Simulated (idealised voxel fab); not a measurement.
The document below concerns the process module designated voxel air gaps.
Section shown: cut. Width: 270 nm. Cell size: 5 nm, square.
Cross-section = grid of square cells, listed top down in bands; band = one or more rows.
In this notation a band is specified by the heights of its top and bottom, in that order and in nm, after which its materials appear from left to right, each paired with its width in nm. The word "edge to edge" attached to a single material means that material fills the band from edge to edge; the word "empty" stands for empty space.
Heights from 0 (as-received wafer is one material below). Bottom band endless downward, as "0..down".
A width such as "30..40" changes by the same amount from each row of cells to the next, from the band's top row to its bottom row.
When a step is marked "no modification", none of the cells in the cross-section changed during that step.
"Closed void inventory": empty spaces of 8 cells or more with no open way to the top, each given as width x height at distance, distance from the left edge, all in nm.
If you see something after the settings on a step's line, that's the simulator's own remark about that step.
"overlay nm", when on a step's line for a step with a mask, measures how far to the right of its planned place the mask lay; a negative measure means to the left.
Process steps (planned)
1 RECEIVE,material Si
2 CONFORMAL_DEP,material SiO2,thk nm 15
3 CONFORMAL_DEP,material SiCN,thk nm 5
4 DIRECTIONAL_DEP,material lowk,thk nm 30
5 PATTERN,tone open,mask id LINES,material resist,width nm 25,pitch nm 50,thk nm 15,overlay nm 0
6 DIRECTIONAL_ETCH,etch materials lowk,depth nm 30
7 STRIP,etch materials resist
8 CONFORMAL_DEP,material TiN,thk nm 5
9 FILL_DEP,material W,thk nm 5
10 CMP,height nm 50
11 EPI,material Ru,thk nm 10
12 SELECTIVE_ETCH,etch materials lowk,depth nm 40
13 CONFORMAL_DEP,material SiCN,thk nm 5
Account of the first of two wafers, which was processed as intended
Wafer at receipt (post step 1), cross-section
0..down: Si edge to edge
Closed void inventory: none
State of the wafer after step 2, shown in cross-section
15..0: SiO2 edge to edge
All layers under 0 are left as they were.
State of the wafer after step 3, shown in cross-section
20..15: SiCN edge to edge
All layers under 15 are left as they were.
State of the wafer after step 4, shown in cross-section
50..20: lowk edge to edge
All layers under 20 are left as they were.
State of the wafer after step 5, shown in cross-section
65..50: resist 70 nm, empty 25 nm, resist 25 nm, empty 25 nm, resist 25 nm, empty 25 nm, resist 75 nm
All layers under 50 are left as they were.
State of the wafer after step 6, shown in cross-section
65..50: resist 70 nm, empty 25 nm, resist 25 nm, empty 25 nm, resist 25 nm, empty 25 nm, resist 75 nm
50..20: lowk 70 nm, empty 25 nm, lowk 25 nm, empty 25 nm, lowk 25 nm, empty 25 nm, lowk 75 nm
All layers under 20 are left as they were.
State of the wafer after step 7, shown in cross-section
50..20: lowk 70 nm, empty 25 nm, lowk 25 nm, empty 25 nm, lowk 25 nm, empty 25 nm, lowk 75 nm
All layers under 20 are left as they were.
State of the wafer after step 8, shown in cross-section
55..50: TiN 75 nm, empty 15 nm, TiN 35 nm, empty 15 nm, TiN 35 nm, empty 15 nm, TiN 80 nm
50..25: lowk 70 nm, TiN 5 nm, empty 15 nm, TiN 5 nm, lowk 25 nm, TiN 5 nm, empty 15 nm, TiN 5 nm, lowk 25 nm, TiN 5 nm, empty 15 nm, TiN 5 nm, lowk 75 nm
25..20: lowk 70 nm, TiN 25 nm, lowk 25 nm, TiN 25 nm, lowk 25 nm, TiN 25 nm, lowk 75 nm
All layers under 20 are left as they were.
State of the wafer after step 9, shown in cross-section
60..55: W edge to edge
55..50: TiN 75 nm, W 15 nm, TiN 35 nm, W 15 nm, TiN 35 nm, W 15 nm, TiN 80 nm
50..25: lowk 70 nm, TiN 5 nm, W 15 nm, TiN 5 nm, lowk 25 nm, TiN 5 nm, W 15 nm, TiN 5 nm, lowk 25 nm, TiN 5 nm, W 15 nm, TiN 5 nm, lowk 75 nm
All layers under 25 are left as they were.
State of the wafer after step 10, shown in cross-section
50..25: lowk 70 nm, TiN 5 nm, W 15 nm, TiN 5 nm, lowk 25 nm, TiN 5 nm, W 15 nm, TiN 5 nm, lowk 25 nm, TiN 5 nm, W 15 nm, TiN 5 nm, lowk 75 nm
All layers under 25 are left as they were.
State of the wafer after step 11, shown in cross-section
60..50: empty 60 nm, Ru 45 nm, empty 5 nm, Ru 45 nm, empty 5 nm, Ru 45 nm, empty 65 nm
All layers under 50 are left as they were.
State of the wafer after step 12, shown in cross-section
60..50: empty 60 nm, Ru 45 nm, empty 5 nm, Ru 45 nm, empty 5 nm, Ru 45 nm, empty 65 nm
50..25: empty 70 nm, TiN 5 nm, W 15 nm, TiN 5 nm, empty 25 nm, TiN 5 nm, W 15 nm, TiN 5 nm, empty 25 nm, TiN 5 nm, W 15 nm, TiN 5 nm, empty 75 nm
25..20: empty 70 nm, TiN 25 nm, empty 25 nm, TiN 25 nm, empty 25 nm, TiN 25 nm, empty 75 nm
All layers under 20 are left as they were.
State of the wafer after step 13, shown in cross-section
65..60: empty 55 nm, SiCN 155 nm, empty 60 nm
60..50: empty 55 nm, SiCN 5 nm, Ru 45 nm, SiCN 5 nm, Ru 45 nm, SiCN 5 nm, Ru 45 nm, SiCN 5 nm, empty 60 nm
50..45: empty 55 nm, SiCN 15 nm, TiN 5 nm, W 15 nm, TiN 5 nm, SiCN 25 nm, TiN 5 nm, W 15 nm, TiN 5 nm, SiCN 25 nm, TiN 5 nm, W 15 nm, TiN 5 nm, SiCN 15 nm, empty 60 nm
45..25: empty 65 nm, SiCN 5 nm, TiN 5 nm, W 15 nm, TiN 5 nm, SiCN 5 nm, empty 15 nm, SiCN 5 nm, TiN 5 nm, W 15 nm, TiN 5 nm, SiCN 5 nm, empty 15 nm, SiCN 5 nm, TiN 5 nm, W 15 nm, TiN 5 nm, SiCN 5 nm, empty 70 nm
25..20: SiCN 70 nm, TiN 25 nm, SiCN 25 nm, TiN 25 nm, SiCN 25 nm, TiN 25 nm, SiCN 75 nm
All layers under 20 are left as they were.
Closed void inventory: 15 x 20 at 100; 15 x 20 at 150
The remaining wafer, second of the two, started like the first and was run to the same plan, except that one mistake was made along the way; the two coincide through step 10, inclusive
Cross-sectional representation of the second wafer at the time designated in the plan for the completion of step 11
70..50: empty 50 nm, Ru 165 nm, empty 55 nm
All layers under 50 are left as they were.
Cross-sectional representation of the second wafer at the time designated in the plan for the completion of step 12
70..50: empty 50 nm, Ru 165 nm, empty 55 nm
50..25: empty 70 nm, TiN 5 nm, W 15 nm, TiN 5 nm, lowk 25 nm, TiN 5 nm, W 15 nm, TiN 5 nm, lowk 25 nm, TiN 5 nm, W 15 nm, TiN 5 nm, empty 75 nm
25..20: empty 70 nm, TiN 25 nm, lowk 25 nm, TiN 25 nm, lowk 25 nm, TiN 25 nm, empty 75 nm
All layers under 20 are left as they were.
Cross-sectional representation of the second wafer at the time designated in the plan for the completion of step 13
75..70: empty 45 nm, SiCN 175 nm, empty 50 nm
70..50: empty 45 nm, SiCN 5 nm, Ru 165 nm, SiCN 5 nm, empty 50 nm
50..45: empty 45 nm, SiCN 25 nm, TiN 5 nm, W 15 nm, TiN 5 nm, lowk 25 nm, TiN 5 nm, W 15 nm, TiN 5 nm, lowk 25 nm, TiN 5 nm, W 15 nm, TiN 5 nm, SiCN 25 nm, empty 50 nm
45..25: empty 65 nm, SiCN 5 nm, TiN 5 nm, W 15 nm, TiN 5 nm, lowk 25 nm, TiN 5 nm, W 15 nm, TiN 5 nm, lowk 25 nm, TiN 5 nm, W 15 nm, TiN 5 nm, SiCN 5 nm, empty 70 nm
25..20: SiCN 70 nm, TiN 25 nm, lowk 25 nm, TiN 25 nm, lowk 25 nm, TiN 25 nm, SiCN 75 nm
All layers under 20 are left as they were.
Want to know what went wrong? step 11, plan: ran twice
Final comparison by cell count, materials where the second wafer has more or fewer than the first: 78 more of Ru | 28 fewer of SiCN | 60 more of lowk
End state: 2 closed voids on the first wafer, 0 on the second.
